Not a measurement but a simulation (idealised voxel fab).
This section sets out a process module, namely voxel wiring stack.
The width of the displayed cross-section, cut, is 160 nm; its cells are square, with a size of 5 nm.
For the purposes of this document, a cross-section shall be understood as a grid of square cells, specified as bands listed in top-to-bottom order, each band consisting of one or more rows of cells. First you get the band's top height and its bottom height, in nm, and then the materials it's made of, left to right, with each width in nm. If you see a single material with "everywhere", that one covers the band edge to edge. "air" is empty space. Convention: height 0 is the level below which the wafer, as received, is all one material. The lowest band does not terminate at the bottom but continues downward, represented as "0..down". It should be noted that a width expressed as "30 to 40" varies in equal increments from row to row of cells within the band, taking the value of the first number at the top row and that of the second number at the bottom row. Take "left unchanged" at face value: in the step it is given for, the cross-section changed in none of its cells. Enclosed voids (no open way to top), threshold 8 cells or more, entry "Sealed void list", notation width x height at distance, distance from left edge, nm. Where a step's line continues beyond its settings, the continuation is a remark by the simulator itself on that step. overlay nm, on a step with a mask: how far to the right of its planned place the mask lay; to the left if negative.

[These are the steps we planned for the process]
1,op RECEIVE | material Si
2,op CONFORMAL_DEP | material SiO2 | thk nm 15
3,op CONFORMAL_DEP | material SiN | thk nm 5
4,op DIRECTIONAL_DEP | material SiO2 | thk nm 15
5,op PATTERN | tone open | mask id METAL_1 | material resist | width nm 30 | pitch nm 45 | thk nm 15 | overlay nm 0
6,op DIRECTIONAL_ETCH | etch materials SiO2 | depth nm 15
7,op DIRECTIONAL_ETCH | etch materials SiN | depth nm 5
8,op STRIP | etch materials resist
9,op CONFORMAL_DEP | material TiN | thk nm 5
10,op FILL_DEP | material W | thk nm 10
11,op CMP | height nm 35
12,op CONFORMAL_DEP | material SiCN | thk nm 5
13,op DIRECTIONAL_DEP | material SiO2 | thk nm 20
14,op PATTERN | tone open | mask id PLUG_1 | material resist | width nm 15 | thk nm 15 | overlay nm 0
15,op DIRECTIONAL_ETCH | etch materials SiO2 | depth nm 20
16,op DIRECTIONAL_ETCH | etch materials SiCN | depth nm 5
17,op STRIP | etch materials resist
18,op EPI | material Ru | thk nm 10
19,op EPI | material Ru | thk nm 10
20,op EPI | material Ru | thk nm 5
21,op CONFORMAL_DEP | material SiCN | thk nm 5
22,op DIRECTIONAL_DEP | material SiO2 | thk nm 15
23,op PATTERN | tone open | mask id METAL_2 | material resist | width nm 30 | pitch nm 45 | thk nm 20 | overlay nm 0
24,op DIRECTIONAL_ETCH | etch materials SiO2 | depth nm 15
25,op DIRECTIONAL_ETCH | etch materials SiCN | depth nm 5
26,op STRIP | etch materials resist
27,op CONFORMAL_DEP | material TiN | thk nm 5
28,op FILL_DEP | material Ru | thk nm 5
29,op CMP | height nm 80
30,op CONFORMAL_DEP | material SiCN | thk nm 5
31,op DIRECTIONAL_DEP | material lowk | thk nm 15
32,op PATTERN | tone open | mask id PLUG_2 | material resist | width nm 15 | thk nm 15 | overlay nm 0
33,op DIRECTIONAL_ETCH | etch materials lowk | depth nm 15
34,op DIRECTIONAL_ETCH | etch materials SiCN | depth nm 5
35,op STRIP | etch materials resist
36,op CONFORMAL_DEP | material TiN | thk nm 5
37,op FILL_DEP | material Ru | thk nm 10
38,op CMP | height nm 100
39,op CONFORMAL_DEP | material SiN | thk nm 5
40,op DIRECTIONAL_DEP | material lowk | thk nm 25
41,op PATTERN | tone open | mask id METAL_3 | material resist | width nm 30 | pitch nm 45 | thk nm 15 | overlay nm 0
42,op DIRECTIONAL_ETCH | etch materials lowk | depth nm 25
43,op DIRECTIONAL_ETCH | etch materials SiN | depth nm 5
44,op STRIP | etch materials resist
45,op CONFORMAL_DEP | material TiN | thk nm 5
46,op FILL_DEP | material W | thk nm 10
47,op CMP | height nm 130
48,op CONFORMAL_DEP | material SiCN | thk nm 5

[Cross-section of the wafer upon arrival, representing the state reached after step 1]
	0..down: Si everywhere
	Sealed void list: none

[End-of-module cross-section. Starting structure and process plan as above; one mistake made in running it]
	135..130: SiCN everywhere
	130..105: lowk: 40, then TiN: 5, then W: 20, then TiN: 5, then lowk: 15, then TiN: 5, then W: 20, then TiN: 5, then lowk: 45
	105..100: SiN: 40, then TiN: 30, then SiN: 15, then TiN: 30, then SiN: 45
	100..85: lowk: 40, then TiN: 5, then Ru: 5, then TiN: 5, then lowk: 105
	85..80: SiCN: 40, then TiN: 15, then SiCN: 105
	80..75: SiO2: 40, then TiN: 5, then Ru: 20, then TiN: 5, then SiO2: 15, then TiN: 5, then Ru: 20, then TiN: 5, then SiO2: 45
	75..70: SiO2: 25, then SiCN: 15, then TiN: 30, then SiO2: 15, then TiN: 5, then Ru: 20, then TiN: 5, then SiO2: 45
	70..65: SiO2: 25, then SiCN: 5, then Ru: 35, then SiCN: 5, then SiO2: 15, then TiN: 5, then Ru: 20, then TiN: 5, then SiO2: 45
	65..60: SiCN: 30, then Ru: 35, then SiCN: 20, then TiN: 30, then SiCN: 45
	60..40: SiO2: 40, then Ru: 15, then SiO2: 105
	40..35: SiCN: 40, then Ru: 15, then SiCN: 105
	35..20: SiO2: 40, then TiN: 5, then W: 20, then TiN: 5, then SiO2: 15, then TiN: 5, then W: 20, then TiN: 5, then SiO2: 45
	20..15: SiN: 40, then TiN: 30, then SiN: 15, then TiN: 30, then SiN: 45
	15..0: SiO2 everywhere
	0..down: Si everywhere
	Sealed void list: none
Misprocessing identified: one of 18 and 19 ran twice, no way to know which since they are all identical
